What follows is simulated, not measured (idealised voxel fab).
process module | voxel transistor to metal
cross-section cut | 235 nm wide | cells 5 nm
A cross-section is a grid of square cells, given in bands from the top down. A band is one or more rows of cells.
Each band's line starts with the height of the band's top and of its bottom, in nm. Then come its materials from left to right, each with its width in nm. One material with "throughout" fills the band from edge to edge. "air" is empty space.
Height 0 is the level under which the wafer as received is all one material. The lowest band goes on downwards, as in "0 down".
A width such as "30 to 40" changes by the same amount from each row of cells to the next, from the band's top row to its bottom row.
"no change" after a step means that no cell of the cross-section changed.
closed voids: empty space of 8 cells or more with no open way to the top, each as width x height at its distance from the left edge, in nm
after a step's settings: what the simulator itself notes on the step
overlay nm, on a step with a mask: how far to the right of its planned place the mask lay; to the left if negative
plan
1 op RECEIVE | material Si
2 op OXIDIZE | depth nm 5
3 op CONFORMAL_DEP | material SiN | thk nm 15
4 op DIRECTIONAL_DEP | material aC | thk nm 15
5 op PATTERN | tone cover | mask id ACTIVE | material resist | width nm 85 | pitch nm 105 | thk nm 35 | overlay nm 0
6 op DIRECTIONAL_ETCH | etch materials aC | depth nm 15
7 op STRIP | etch materials resist
8 op DIRECTIONAL_ETCH | etch materials SiN | depth nm 15
9 op DIRECTIONAL_ETCH | etch materials SiO2 | depth nm 5
10 op DIRECTIONAL_ETCH | etch materials Si | depth nm 30
11 op STRIP | etch materials aC
12 op OXIDIZE | depth nm 5
13 op FILL_DEP | material SiO2 | thk nm 15
14 op CMP | height nm 15
15 op SELECTIVE_ETCH | etch materials SiO2 | depth nm 10
16 op STRIP | etch materials SiN
17 op SELECTIVE_ETCH | etch materials SiO2 | depth nm 5
18 op OXIDIZE | depth nm 5
19 op DIRECTIONAL_DEP | material polySi | thk nm 20
20 op DIRECTIONAL_DEP | material SiCN | thk nm 15
21 op DIRECTIONAL_DEP | material aC | thk nm 10
22 op PATTERN | tone cover | mask id GATE | material resist | width nm 15 | pitch nm 105 | thk nm 30 | overlay nm 0
23 op DIRECTIONAL_ETCH | etch materials aC | depth nm 10
24 op STRIP | etch materials resist
25 op DIRECTIONAL_ETCH | etch materials SiCN | depth nm 25
26 op DIRECTIONAL_ETCH | etch materials polySi | depth nm 30
27 op STRIP | etch materials aC
28 op CONFORMAL_DEP | material SiO2 | thk nm 5
29 op DIRECTIONAL_ETCH | etch materials SiO2 | depth nm 5
30 op CONFORMAL_DEP | material SiN | thk nm 5
31 op DIRECTIONAL_ETCH | etch materials SiN | depth nm 5
32 op DIRECTIONAL_ETCH | etch materials SiO2 | depth nm 5
33 op DIRECTIONAL_ETCH | etch materials Si | depth nm 5
34 op EPI | material SiGe | thk nm 5
35 op FILL_DEP | material SiO2 | thk nm 5
36 op CMP | height nm 30
37 op DIRECTIONAL_DEP | material SiO2 | thk nm 10
38 op PATTERN | tone open | mask id CONTACT | material resist | width nm 15 | thk nm 15 | overlay nm 0
39 op DIRECTIONAL_ETCH | etch materials SiO2 | depth nm 50
40 op STRIP | etch materials resist
41 op CONFORMAL_DEP | material TiN | thk nm 5
42 op FILL_DEP | material W | thk nm 10
43 op CMP | height nm 40
44 op DIRECTIONAL_DEP | material TiN | thk nm 5
45 op DIRECTIONAL_DEP | material W | thk nm 25
46 op MASKED_ETCH | tone cover | mask id METAL_1 | width nm 15 | etch materials W | depth nm 25 | overlay nm 0
47 op MASKED_ETCH | tone cover | mask id METAL_1 | width nm 15 | etch materials TiN | depth nm 5 | overlay nm 0
48 op FILL_DEP | material SiO2 | thk nm 10
49 op CMP | height nm 70
50 op CONFORMAL_DEP | material SiCN | thk nm 5
51 op DIRECTIONAL_DEP | material SiO2 | thk nm 30
52 op PATTERN | tone open | mask id METAL_2 | material resist | width nm 15 | pitch nm 105 | thk nm 15 | overlay nm 0
53 op DIRECTIONAL_ETCH | etch materials SiO2 | depth nm 15
54 op STRIP | etch materials resist
55 op PATTERN | tone open | mask id METAL_2_HOLES | material resist | width nm 15 | pitch nm 105 | thk nm 20 | overlay nm 0
56 op DIRECTIONAL_ETCH | etch materials SiO2 | depth nm 15
57 op DIRECTIONAL_ETCH | etch materials SiCN | depth nm 5
58 op STRIP | etch materials resist
59 op CONFORMAL_DEP | material TiN | thk nm 5
60 op FILL_DEP | material Ru | thk nm 5
61 op CMP | height nm 105
62 op CONFORMAL_DEP | material SiCN | thk nm 5
as received, after step 1
  0 down: Si throughout
  closed voids: none
first wafer at the end, as planned
  110 to 105: SiCN throughout
  105 to 75: SiO2 25 | TiN 5 | Ru 5 | TiN 5 | SiO2 90 | TiN 5 | Ru 5 | TiN 5 | SiO2 90
  75 to 70: SiCN 25 | TiN 15 | SiCN 90 | TiN 15 | SiCN 90
  70 to 45: SiO2 25 | W 15 | SiO2 45 | W 15 | SiO2 30 | W 15 | SiO2 45 | W 15 | SiO2 30
  45 to 40: SiO2 25 | TiN 15 | SiO2 45 | TiN 15 | SiO2 30 | TiN 15 | SiO2 45 | TiN 15 | SiO2 30
  40 to 30: SiO2 25 | TiN 5 | W 5 | TiN 5 | SiO2 45 | TiN 5 | W 5 | TiN 5 | SiO2 30 | TiN 5 | W 5 | TiN 5 | SiO2 45 | TiN 5 | W 5 | TiN 5 | SiO2 30
  30 to 15: SiO2 25 | TiN 5 | W 5 | TiN 5 | SiO2 5 | SiN 5 | SiO2 5 | SiCN 15 | SiO2 5 | SiN 5 | SiO2 5 | TiN 5 | W 5 | TiN 5 | SiO2 30 | TiN 5 | W 5 | TiN 5 | SiO2 5 | SiN 5 | SiO2 5 | SiCN 15 | SiO2 5 | SiN 5 | SiO2 5 | TiN 5 | W 5 | TiN 5 | SiO2 30
  15 to 0: SiO2 25 | TiN 5 | W 5 | TiN 5 | SiO2 5 | SiN 5 | SiO2 5 | polySi 15 | SiO2 5 | SiN 5 | SiO2 5 | TiN 5 | W 5 | TiN 5 | SiO2 30 | TiN 5 | W 5 | TiN 5 | SiO2 5 | SiN 5 | SiO2 5 | polySi 15 | SiO2 5 | SiN 5 | SiO2 5 | TiN 5 | W 5 | TiN 5 | SiO2 30
  0 to -5: SiO2 20 | SiN 5 | TiN 5 | W 5 | TiN 5 | SiO2 5 | SiN 5 | SiO2 5 | polySi 15 | SiO2 5 | SiN 5 | SiO2 5 | TiN 5 | W 5 | TiN 5 | SiN 5 | SiO2 20 | SiN 5 | TiN 5 | W 5 | TiN 5 | SiO2 5 | SiN 5 | SiO2 5 | polySi 15 | SiO2 5 | SiN 5 | SiO2 5 | TiN 5 | W 5 | TiN 5 | SiN 5 | SiO2 25
  -5 to -10: SiO2 25 | TiN 15 | SiGe 5 | SiO2 35 | SiGe 5 | TiN 15 | SiO2 30 | TiN 15 | SiGe 5 | SiO2 35 | SiGe 5 | TiN 15 | SiO2 30
  -10 to -15: SiO2 25 | SiGe 20 | Si 35 | SiGe 20 | SiO2 30 | SiGe 20 | Si 35 | SiGe 20 | SiO2 30
  -15 to -40: SiO2 25 | Si 75 | SiO2 30 | Si 75 | SiO2 30
  -40 down: Si throughout
  closed voids: none
second wafer at the end: like start, like plan, one mistake
  110 to 105: SiCN throughout
  105 to 75: SiO2 25 | TiN 5 | Ru 5 | TiN 5 | SiO2 90 | TiN 5 | Ru 5 | TiN 5 | SiO2 90
  75 to 70: SiCN 25 | TiN 15 | SiCN 90 | TiN 15 | SiCN 90
  70 to 45: SiO2 20 | W 25 | SiO2 35 | W 25 | SiO2 20 | W 25 | SiO2 35 | W 25 | SiO2 25
  45 to 40: SiO2 20 | TiN 25 | SiO2 35 | TiN 25 | SiO2 20 | TiN 25 | SiO2 35 | TiN 25 | SiO2 25
  40 to 30: SiO2 25 | TiN 5 | W 5 | TiN 5 | SiO2 45 | TiN 5 | W 5 | TiN 5 | SiO2 30 | TiN 5 | W 5 | TiN 5 | SiO2 45 | TiN 5 | W 5 | TiN 5 | SiO2 30
  30 to 15: SiO2 25 | TiN 5 | W 5 | TiN 5 | SiO2 5 | SiN 5 | SiO2 5 | SiCN 15 | SiO2 5 | SiN 5 | SiO2 5 | TiN 5 | W 5 | TiN 5 | SiO2 30 | TiN 5 | W 5 | TiN 5 | SiO2 5 | SiN 5 | SiO2 5 | SiCN 15 | SiO2 5 | SiN 5 | SiO2 5 | TiN 5 | W 5 | TiN 5 | SiO2 30
  15 to 0: SiO2 25 | TiN 5 | W 5 | TiN 5 | SiO2 5 | SiN 5 | SiO2 5 | polySi 15 | SiO2 5 | SiN 5 | SiO2 5 | TiN 5 | W 5 | TiN 5 | SiO2 30 | TiN 5 | W 5 | TiN 5 | SiO2 5 | SiN 5 | SiO2 5 | polySi 15 | SiO2 5 | SiN 5 | SiO2 5 | TiN 5 | W 5 | TiN 5 | SiO2 30
  0 to -5: SiO2 20 | SiN 5 | TiN 5 | W 5 | TiN 5 | SiO2 5 | SiN 5 | SiO2 5 | polySi 15 | SiO2 5 | SiN 5 | SiO2 5 | TiN 5 | W 5 | TiN 5 | SiN 5 | SiO2 20 | SiN 5 | TiN 5 | W 5 | TiN 5 | SiO2 5 | SiN 5 | SiO2 5 | polySi 15 | SiO2 5 | SiN 5 | SiO2 5 | TiN 5 | W 5 | TiN 5 | SiN 5 | SiO2 25
  -5 to -10: SiO2 25 | TiN 15 | SiGe 5 | SiO2 35 | SiGe 5 | TiN 15 | SiO2 30 | TiN 15 | SiGe 5 | SiO2 35 | SiGe 5 | TiN 15 | SiO2 30
  -10 to -15: SiO2 25 | SiGe 20 | Si 35 | SiGe 20 | SiO2 30 | SiGe 20 | Si 35 | SiGe 20 | SiO2 30
  -15 to -40: SiO2 25 | Si 75 | SiO2 30 | Si 75 | SiO2 30
  -40 down: Si throughout
  closed voids: none
what went wrong: step 46 ran as: op MASKED_ETCH | tone cover | mask id METAL_1 | width nm 25 | etch materials W | depth nm 25 | overlay nm 0
at the end the second wafer has, in cells: 48 fewer of SiO2 | 8 more of TiN | 40 more of W
